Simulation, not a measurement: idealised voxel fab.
Presented below is a process module, voxel lift off.
Square cells of 5 nm make up the cross-section cut, whose width is 275 nm.
The cross-sections in this document take the form of a grid made of square cells. They are written out as bands, in order from top to bottom. Each band consists of one or more rows of cells.
A band entry consists of two parts. The first gives the height of the band's top and the height of its bottom, in nm. The rest lists the band's materials from left to right, each with its width in nm. A single material labelled with the word "everywhere" fills the band from edge to edge, and the word "air" marks empty space.
Heights are reckoned from 0. Under this level, the received wafer is all of one material. The bottommost band is open-ended downward, for example "z 0 and below".
When a width is written as two numbers, as in "30 to 40", the first number is the width in the top row of cells of the band and the second is the width in its bottom row, and the width changes by the same amount from each row to the next.
Step marked "nothing altered"? Then no cell in the cross-section changed in it.
"Enclosed internal voids" specifies each empty space that is not open to the top and that occupies no fewer than 8 cells, using the form width x height at distance, the distance measured from the left edge and all three quantities in nm.
Read whatever lies past the settings on a step's line as the simulator's own remark about the step.
"overlay nm", when on a step's line for a step with a mask, measures how far to the right of its planned place the mask lay; a negative measure means to the left.

So here's the lineup of process steps we planned
step 1: RECEIVE: material Si
step 2: CONFORMAL_DEP: material Al2O3, thk nm 15
step 3: PATTERN: tone open, mask id LINES, material resist, width nm 30, pitch nm 45, thk nm 25, overlay nm 0
step 4: DIRECTIONAL_DEP: material Ru, thk nm 10
step 5: STRIP: etch materials resist
step 6: CONFORMAL_DEP: material SiN, thk nm 10

As-received state of the wafer in cross-section, equivalent to post-step 1
> z 0 and below  Si everywhere
> Enclosed internal voids: none

Final wafer profile in cross-section after the module, from the same start and plan as above, with one mistake made during processing
> z 35 to 25  75 nm air, then 140 nm SiN, then 60 nm air
> z 25 to 15  85 nm SiN, then 30 nm Ru, then 15 nm SiN, then 30 nm Ru, then 15 nm SiN, then 30 nm Ru, then 70 nm SiN
> z 15 to 0  Al2O3 everywhere
> z 0 and below  Si everywhere
> Enclosed internal voids: none
It is concluded that the wafer was processed incorrectly with respect to the plan, in that step 3 went in with a setting other than planned; the actual run was PATTERN: tone open, mask id LINES, material resist, width nm 30, pitch nm 45, thk nm 25, overlay nm 10
